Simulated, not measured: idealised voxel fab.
The name of this process module is voxel transistor to metal.
285 nm wide, 5 nm square cells: that's cross-section cut.
Cross-section layout: square cells on a grid; listed as bands, top to bottom; a band spans one or more cell rows.
A band entry consists of two parts. The first gives the height of the band's top and the height of its bottom, in nm. The rest lists the band's materials from left to right, each with its width in nm. A single material labelled with the word "throughout" fills the band from edge to edge, and the word "air" marks empty space.
Note: height 0 marks the level under which the wafer is uniformly one material as received. Lowest band unbounded below, written "from 0 down".
Top row gets the first number, bottom row gets the second, and each row in between changes by the same step: that is how a band width like "30->40" works.
You'll sometimes find "everything unchanged" written for a step, and that's the way of saying that nowhere in the cross-section did a cell change during that step.
"Non-vented voids" lists enclosed empty spaces (at least 8 cells, no open path upward to the top), each as width x height at distance from the left edge, in nm.
Heads up: the bit after the settings on a step's line is the simulator's remark on that step.
The line of a step may include "overlay nm". On a step with a mask, this value is how far to the right of its planned place the mask lay. A negative value means the mask lay to the left.

So here's the lineup of process steps we planned
1,RECEIVE (material Si)
2,OXIDIZE (depth nm 5)
3,CONFORMAL_DEP (material SiN; thk nm 10)
4,MASKED_ETCH (tone cover; mask id ACTIVE; width nm 100; pitch nm 130; etch materials SiN; depth nm 10; overlay nm 0)
5,MASKED_ETCH (tone cover; mask id ACTIVE; width nm 100; pitch nm 130; etch materials SiO2; depth nm 5; overlay nm 0)
6,MASKED_ETCH (tone cover; mask id ACTIVE; width nm 100; pitch nm 130; etch materials Si; depth nm 30; overlay nm 0)
7,FILL_DEP (material SiO2; thk nm 5)
8,CMP (height nm 10)
9,SELECTIVE_ETCH (etch materials SiO2; depth nm 5)
10,STRIP (etch materials SiN)
11,SELECTIVE_ETCH (etch materials SiO2; depth nm 5)
12,OXIDIZE (depth nm 5)
13,DIRECTIONAL_DEP (material polySi; thk nm 25)
14,DIRECTIONAL_DEP (material SiCN; thk nm 15)
15,DIRECTIONAL_DEP (material aC; thk nm 15)
16,PATTERN (tone cover; mask id GATE; material resist; width nm 20; pitch nm 130; thk nm 35; overlay nm 0)
17,DIRECTIONAL_ETCH (etch materials aC; depth nm 15)
18,STRIP (etch materials resist)
19,DIRECTIONAL_ETCH (etch materials SiCN; depth nm 25)
20,DIRECTIONAL_ETCH (etch materials polySi; depth nm 35)
21,STRIP (etch materials aC)
22,CONFORMAL_DEP (material SiO2; thk nm 5)
23,DIRECTIONAL_ETCH (etch materials SiO2; depth nm 5)
24,CONFORMAL_DEP (material SiN; thk nm 10)
25,DIRECTIONAL_ETCH (etch materials SiN; depth nm 10)
26,DIRECTIONAL_ETCH (etch materials SiO2; depth nm 5)
27,EPI (material pSi; thk nm 5)
28,FILL_DEP (material SiO2; thk nm 10)
29,CMP (height nm 35)
30,DIRECTIONAL_DEP (material SiO2; thk nm 15)
31,PATTERN (tone open; mask id CONTACT; material resist; width nm 15; pitch nm 65; thk nm 20; overlay nm 0)
32,DIRECTIONAL_ETCH (etch materials SiO2; depth nm 55)
33,STRIP (etch materials resist)
34,CONFORMAL_DEP (material TiN; thk nm 5)
35,FILL_DEP (material Ru; thk nm 5)
36,CMP (height nm 50)
37,CONFORMAL_DEP (material SiCN; thk nm 5)
38,DIRECTIONAL_DEP (material lowk; thk nm 20)
39,PATTERN (tone open; mask id METAL_1; material resist; width nm 15; pitch nm 65; thk nm 15; overlay nm 0)
40,DIRECTIONAL_ETCH (etch materials lowk; depth nm 20)
41,DIRECTIONAL_ETCH (etch materials SiCN; depth nm 5)
42,STRIP (etch materials resist)
43,CONFORMAL_DEP (material TiN; thk nm 5)
44,FILL_DEP (material W; thk nm 10)
45,CMP (height nm 75)
46,EPI (material Ru; thk nm 5)
47,FILL_DEP (material SiCN; thk nm 5)

Received-state cross-section, reflecting completion of step 1
    from 0 down: Si throughout
    Non-vented voids: none

What the wafer looks like in cross-section after this module, when it starts as shown above and follows the plan above but one mistake is made in running it
    from 85 to 80: SiCN throughout
    from 80 to 75: SiCN (30) | Ru (25) | SiCN (40) | Ru (25) | SiCN (40) | Ru (25) | SiCN (40) | Ru (25) | SiCN (35)
    from 75 to 70: SiCN (35) | TiN (15) | SiCN (50) | TiN (15) | SiCN (50) | TiN (15) | SiCN (50) | TiN (15) | SiCN (40)
    from 70 to 50: lowk throughout
    from 50 to 35: SiO2 (35) | TiN (5) | Ru (5) | TiN (5) | SiO2 (50) | TiN (5) | Ru (5) | TiN (5) | SiO2 (50) | TiN (5) | Ru (5) | TiN (5) | SiO2 (50) | TiN (5) | Ru (5) | TiN (5) | SiO2 (40)
    from 35 to 20: SiO2 (35) | TiN (5) | Ru (5) | TiN (5) | SiN (10) | SiO2 (5) | SiCN (20) | SiO2 (5) | SiN (10) | TiN (5) | Ru (5) | TiN (5) | SiO2 (50) | TiN (5) | Ru (5) | TiN (5) | SiN (10) | SiO2 (5) | SiCN (20) | SiO2 (5) | SiN (10) | TiN (5) | Ru (5) | TiN (5) | SiO2 (40)
    from 20 to 0: SiO2 (35) | TiN (5) | Ru (5) | TiN (5) | SiN (10) | SiO2 (5) | polySi (20) | SiO2 (5) | SiN (10) | TiN (5) | Ru (5) | TiN (5) | SiO2 (50) | TiN (5) | Ru (5) | TiN (5) | SiN (10) | SiO2 (5) | polySi (20) | SiO2 (5) | SiN (10) | TiN (5) | Ru (5) | TiN (5) | SiO2 (40)
    from 0 to -5: SiO2 (25) | SiN (10) | TiN (15) | SiN (10) | SiO2 (5) | polySi (20) | SiO2 (5) | SiN (10) | TiN (15) | SiN (10) | SiO2 (30) | SiN (10) | TiN (15) | SiN (10) | SiO2 (5) | polySi (20) | SiO2 (5) | SiN (10) | TiN (15) | SiN (10) | SiO2 (30)
    from -5 to -10: SiO2 (35) | pSi (15) | SiO2 (50) | pSi (15) | SiO2 (50) | pSi (15) | SiO2 (50) | pSi (15) | SiO2 (40)
    from -10 to -35: SiO2 (25) | Si (100) | SiO2 (30) | Si (100) | SiO2 (30)
    from -35 down: Si throughout
    Non-vented voids: none
Here's what went sideways: deviation from plan: step 38 and step 37 executed in one another's positions
